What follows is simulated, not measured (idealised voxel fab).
This section sets out a process module, namely voxel self aligned contacts.
In the cross-section labelled cut, the width is 285 nm and each square cell is 5 nm.
Think of the cross-section as a grid of square cells. We describe it in bands, top to bottom, and each band covers one or more rows of those cells. Top, bottom (nm), then materials left to right with widths (nm); lone material tagged "edge to edge" fills the whole band edge to edge; "blank" = empty space. We count height from 0. Below that, the starting wafer is all one material. The lowest band never ends at the bottom but goes on down; see "0..down" for how that is written. Width spec "30..40" -> top row of cells at first value, bottom row at second value, equal per-row change in between. A step reported as "no modification" is a step in which no cell of the cross-section changed. Closed-off voids of 8+ cells (no open route to the top) go in "Closed void listing", written width x height at distance from the left edge, in nm. Step line, after settings: the simulator's comment on this step. The line of a step may include "overlay nm". On a step with a mask, this value is how far to the right of its planned place the mask lay. A negative value means the mask lay to the left.
## plan
1 RECEIVE, material Si
2 OXIDIZE, depth nm 5
3 DIRECTIONAL_DEP, material polySi, thk nm 20
4 DIRECTIONAL_DEP, material SiN, thk nm 20
5 MASKED_ETCH, tone cover, mask id GATE, width nm 35, pitch nm 80, etch materials SiN, depth nm 20, overlay nm 0
6 MASKED_ETCH, tone cover, mask id GATE, width nm 35, pitch nm 80, etch materials polySi, depth nm 20, overlay nm 0
7 CONFORMAL_DEP, material SiN, thk nm 10
8 DIRECTIONAL_ETCH, etch materials SiN, depth nm 10
9 FILL_DEP, material SiO2, thk nm 15
10 CMP, height nm 45
11 PATTERN, tone open, mask id CONTACT, material resist, width nm 65, thk nm 20, overlay nm 0
12 DIRECTIONAL_ETCH, etch materials SiO2, depth nm 50
13 STRIP, etch materials resist
14 CONFORMAL_DEP, material TiN, thk nm 5
15 FILL_DEP, material Ru, thk nm 10
16 CMP, height nm 45
17 CONFORMAL_DEP, material SiCN, thk nm 5
## First wafer out of two, processed as planned
## Wafer at receipt (post step 1), cross-section
	0..down = Si edge to edge
	Closed void listing: none
## after step 2
	0..-5 = SiO2 edge to edge
	Unchanged below -5.
## after step 3
	20..0 = polySi edge to edge
	Unchanged below 0.
## after step 4
	40..20 = SiN edge to edge
	Unchanged below 20.
## after step 5
	40..20 = 85 nm blank, 35 nm SiN, 45 nm blank, 35 nm SiN, 85 nm blank
	Unchanged below 20.
## after step 6
	40..20 = 85 nm blank, 35 nm SiN, 45 nm blank, 35 nm SiN, 85 nm blank
	20..0 = 85 nm blank, 35 nm polySi, 45 nm blank, 35 nm polySi, 85 nm blank
	Unchanged below 0.
## after step 7
	50..20 = 75 nm blank, 55 nm SiN, 25 nm blank, 55 nm SiN, 75 nm blank
	20..10 = 75 nm blank, 10 nm SiN, 35 nm polySi, 10 nm SiN, 25 nm blank, 10 nm SiN, 35 nm polySi, 10 nm SiN, 75 nm blank
	10..0 = 85 nm SiN, 35 nm polySi, 45 nm SiN, 35 nm polySi, 85 nm SiN
	Unchanged below 0.
## after step 8
	40..20 = 75 nm blank, 55 nm SiN, 25 nm blank, 55 nm SiN, 75 nm blank
	20..0 = 75 nm blank, 10 nm SiN, 35 nm polySi, 10 nm SiN, 25 nm blank, 10 nm SiN, 35 nm polySi, 10 nm SiN, 75 nm blank
	Unchanged below 0.
## after step 9
	55..40 = SiO2 edge to edge
	40..20 = 75 nm SiO2, 55 nm SiN, 25 nm SiO2, 55 nm SiN, 75 nm SiO2
	20..0 = 75 nm SiO2, 10 nm SiN, 35 nm polySi, 10 nm SiN, 25 nm SiO2, 10 nm SiN, 35 nm polySi, 10 nm SiN, 75 nm SiO2
	Unchanged below 0.
## after step 10
	45..40 = SiO2 edge to edge
	Unchanged below 40.
## after step 11
	65..45 = 110 nm resist, 65 nm blank, 110 nm resist
	Unchanged below 45.
## after step 12
	65..45 = 110 nm resist, 65 nm blank, 110 nm resist
	45..40 = 110 nm SiO2, 65 nm blank, 110 nm SiO2
	40..20 = 75 nm SiO2, 55 nm SiN, 25 nm blank, 55 nm SiN, 75 nm SiO2
	20..0 = 75 nm SiO2, 10 nm SiN, 35 nm polySi, 10 nm SiN, 25 nm blank, 10 nm SiN, 35 nm polySi, 10 nm SiN, 75 nm SiO2
	0..-5 = 130 nm SiO2, 25 nm blank, 130 nm SiO2
	Unchanged below -5.
## after step 13
	45..40 = 110 nm SiO2, 65 nm blank, 110 nm SiO2
	Unchanged below 40.
## after step 14
	50..45 = 115 nm TiN, 55 nm blank, 115 nm TiN
	45..40 = 110 nm SiO2, 25 nm TiN, 15 nm blank, 25 nm TiN, 110 nm SiO2
	40..20 = 75 nm SiO2, 55 nm SiN, 5 nm TiN, 15 nm blank, 5 nm TiN, 55 nm SiN, 75 nm SiO2
	20..0 = 75 nm SiO2, 10 nm SiN, 35 nm polySi, 10 nm SiN, 5 nm TiN, 15 nm blank, 5 nm TiN, 10 nm SiN, 35 nm polySi, 10 nm SiN, 75 nm SiO2
	0..-5 = 130 nm SiO2, 25 nm TiN, 130 nm SiO2
	Unchanged below -5.
## after step 15
	60..50 = Ru edge to edge
	50..45 = 115 nm TiN, 55 nm Ru, 115 nm TiN
	45..40 = 110 nm SiO2, 25 nm TiN, 15 nm Ru, 25 nm TiN, 110 nm SiO2
	40..20 = 75 nm SiO2, 55 nm SiN, 5 nm TiN, 15 nm Ru, 5 nm TiN, 55 nm SiN, 75 nm SiO2
	20..0 = 75 nm SiO2, 10 nm SiN, 35 nm polySi, 10 nm SiN, 5 nm TiN, 15 nm Ru, 5 nm TiN, 10 nm SiN, 35 nm polySi, 10 nm SiN, 75 nm SiO2
	Unchanged below 0.
## after step 16
	45..40 = 110 nm SiO2, 25 nm TiN, 15 nm Ru, 25 nm TiN, 110 nm SiO2
	Unchanged below 40.
## after step 17
	50..45 = SiCN edge to edge
	Unchanged below 45.
## Wafer two. Identical start, identical plan. One mistake in execution. Identical history through step 4
## Second wafer profile in section, at the moment step 5 of the plan was meant to be complete
	40..20 = 90 nm blank, 30 nm SiN, 50 nm blank, 30 nm SiN, 85 nm blank
	Unchanged below 20.
## Second wafer profile in section, at the moment step 6 of the plan was meant to be complete
	40..20 = 90 nm blank, 30 nm SiN, 50 nm blank, 30 nm SiN, 85 nm blank
	20..0 = 85 nm blank, 35 nm polySi, 45 nm blank, 35 nm polySi, 85 nm blank
	Unchanged below 0.
## Second wafer profile in section, at the moment step 7 of the plan was meant to be complete
	50..30 = 80 nm blank, 50 nm SiN, 30 nm blank, 50 nm SiN, 75 nm blank
	30..20 = 75 nm blank, 55 nm SiN, 25 nm blank, 55 nm SiN, 75 nm blank
	20..10 = 75 nm blank, 10 nm SiN, 35 nm polySi, 10 nm SiN, 25 nm blank, 10 nm SiN, 35 nm polySi, 10 nm SiN, 75 nm blank
	10..0 = 85 nm SiN, 35 nm polySi, 45 nm SiN, 35 nm polySi, 85 nm SiN
	Unchanged below 0.
## Second wafer profile in section, at the moment step 8 of the plan was meant to be complete
	40..20 = 80 nm blank, 50 nm SiN, 30 nm blank, 50 nm SiN, 75 nm blank
	20..0 = 75 nm blank, 10 nm SiN, 35 nm polySi, 10 nm SiN, 25 nm blank, 10 nm SiN, 35 nm polySi, 10 nm SiN, 75 nm blank
	Unchanged below 0.
## Second wafer profile in section, at the moment step 9 of the plan was meant to be complete
	55..40 = SiO2 edge to edge
	40..20 = 80 nm SiO2, 50 nm SiN, 30 nm SiO2, 50 nm SiN, 75 nm SiO2
	20..0 = 75 nm SiO2, 10 nm SiN, 35 nm polySi, 10 nm SiN, 25 nm SiO2, 10 nm SiN, 35 nm polySi, 10 nm SiN, 75 nm SiO2
	Unchanged below 0.
## Second wafer profile in section, at the moment step 10 of the plan was meant to be complete
	45..40 = SiO2 edge to edge
	Unchanged below 40.
## Second wafer profile in section, at the moment step 11 of the plan was meant to be complete
	65..45 = 110 nm resist, 65 nm blank, 110 nm resist
	Unchanged below 45.
## Second wafer profile in section, at the moment step 12 of the plan was meant to be complete
	65..45 = 110 nm resist, 65 nm blank, 110 nm resist
	45..40 = 110 nm SiO2, 65 nm blank, 110 nm SiO2
	40..20 = 80 nm SiO2, 50 nm SiN, 30 nm blank, 50 nm SiN, 75 nm SiO2
	20..0 = 75 nm SiO2, 10 nm SiN, 35 nm polySi, 10 nm SiN, 25 nm blank, 10 nm SiN, 35 nm polySi, 10 nm SiN, 75 nm SiO2
	0..-5 = 130 nm SiO2, 25 nm blank, 130 nm SiO2
	Unchanged below -5.
## Second wafer profile in section, at the moment step 13 of the plan was meant to be complete
	45..40 = 110 nm SiO2, 65 nm blank, 110 nm SiO2
	Unchanged below 40.
## Second wafer profile in section, at the moment step 14 of the plan was meant to be complete
	50..45 = 115 nm TiN, 55 nm blank, 115 nm TiN
	45..40 = 110 nm SiO2, 25 nm TiN, 20 nm blank, 20 nm TiN, 110 nm SiO2
	40..25 = 80 nm SiO2, 50 nm SiN, 5 nm TiN, 20 nm blank, 5 nm TiN, 50 nm SiN, 75 nm SiO2
	25..20 = 80 nm SiO2, 50 nm SiN, 5 nm TiN, 15 nm blank, 10 nm TiN, 50 nm SiN, 75 nm SiO2
	20..0 = 75 nm SiO2, 10 nm SiN, 35 nm polySi, 10 nm SiN, 5 nm TiN, 15 nm blank, 5 nm TiN, 10 nm SiN, 35 nm polySi, 10 nm SiN, 75 nm SiO2
	0..-5 = 130 nm SiO2, 25 nm TiN, 130 nm SiO2
	Unchanged below -5.
## Second wafer profile in section, at the moment step 15 of the plan was meant to be complete
	60..50 = Ru edge to edge
	50..45 = 115 nm TiN, 55 nm Ru, 115 nm TiN
	45..40 = 110 nm SiO2, 25 nm TiN, 20 nm Ru, 20 nm TiN, 110 nm SiO2
	40..25 = 80 nm SiO2, 50 nm SiN, 5 nm TiN, 20 nm Ru, 5 nm TiN, 50 nm SiN, 75 nm SiO2
	25..20 = 80 nm SiO2, 50 nm SiN, 5 nm TiN, 15 nm Ru, 10 nm TiN, 50 nm SiN, 75 nm SiO2
	20..0 = 75 nm SiO2, 10 nm SiN, 35 nm polySi, 10 nm SiN, 5 nm TiN, 15 nm Ru, 5 nm TiN, 10 nm SiN, 35 nm polySi, 10 nm SiN, 75 nm SiO2
	Unchanged below 0.
## Second wafer profile in section, at the moment step 16 of the plan was meant to be complete
	45..40 = 110 nm SiO2, 25 nm TiN, 20 nm Ru, 20 nm TiN, 110 nm SiO2
	Unchanged below 40.
## Second wafer profile in section, at the moment step 17 of the plan was meant to be complete
	50..45 = SiCN edge to edge
	Unchanged below 45.
Which mistake was made when the wafer was run? step 5 ran as: MASKED_ETCH, tone cover, mask id GATE, width nm 30, pitch nm 80, etch materials SiN, depth nm 20, overlay nm 0
Counted in cells at the end, the second wafer holds more or fewer of these materials than the first: +4 Ru, -8 SiN, +4 SiO2
